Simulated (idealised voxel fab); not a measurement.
process module | voxel ribs on slabs
cross-section cut | 290 nm wide | cells 5 nm
A cross-section is a grid of square cells, given in bands from the top down. A band is one or more rows of cells.
Each band's line starts with the height of the band's top and of its bottom, in nm. Then come its materials from left to right, each with its width in nm. One material with "throughout" fills the band from edge to edge. "air" is empty space.
Height 0 is the level under which the wafer as received is all one material. The lowest band goes on downwards, as in "0 down".
A width such as "30 to 40" changes by the same amount from each row of cells to the next, from the band's top row to its bottom row.
"no change" after a step means that no cell of the cross-section changed.
closed voids: empty space of 8 cells or more with no open way to the top, each as width x height at its distance from the left edge, in nm
after a step's settings: what the simulator itself notes on the step
overlay nm, on a step with a mask: how far to the right of its planned place the mask lay; to the left if negative
plan
1 op RECEIVE | material Si
2 op DIRECTIONAL_DEP | material SiO2 | thk nm 25
3 op DIRECTIONAL_DEP | material polySi | thk nm 20
4 op DIRECTIONAL_DEP | material aC | thk nm 15
5 op PATTERN | tone cover | mask id RIB | material resist | width nm 25 | thk nm 35 | overlay nm 0
6 op DIRECTIONAL_ETCH | etch materials aC | depth nm 15
7 op STRIP | etch materials resist
8 op DIRECTIONAL_ETCH | etch materials polySi | depth nm 5
9 op STRIP | etch materials aC
10 op DIRECTIONAL_DEP | material aC | thk nm 15
11 op PATTERN | tone cover | mask id SLAB | material resist | width nm 85 | thk nm 30 | overlay nm 0
12 op DIRECTIONAL_ETCH | etch materials aC | depth nm 15
13 op STRIP | etch materials resist
14 op DIRECTIONAL_ETCH | etch materials polySi | depth nm 15
15 op STRIP | etch materials aC
16 op FILL_DEP | material SiO2 | thk nm 20
17 op CMP | height nm 55
18 op DIRECTIONAL_DEP | material TiN | thk nm 10
19 op PATTERN | tone cover | mask id HEATER | material resist | width nm 35 | thk nm 20 | overlay nm 0
20 op DIRECTIONAL_ETCH | etch materials TiN | depth nm 10
21 op STRIP | etch materials resist
22 op CONFORMAL_DEP | material SiO2 | thk nm 10
as received, after step 1
  0 down: Si throughout
  closed voids: none
a wafer at the end: this start, this plan, one mistake
  75 to 65: air 115 | SiO2 55 | air 120
  65 to 55: SiO2 125 | TiN 35 | SiO2 130
  55 to 45: SiO2 100 | polySi 85 | SiO2 105
  45 to 25: polySi throughout
  25 to 0: SiO2 throughout
  0 down: Si throughout
  closed voids: none
what went wrong: step 3 was run twice
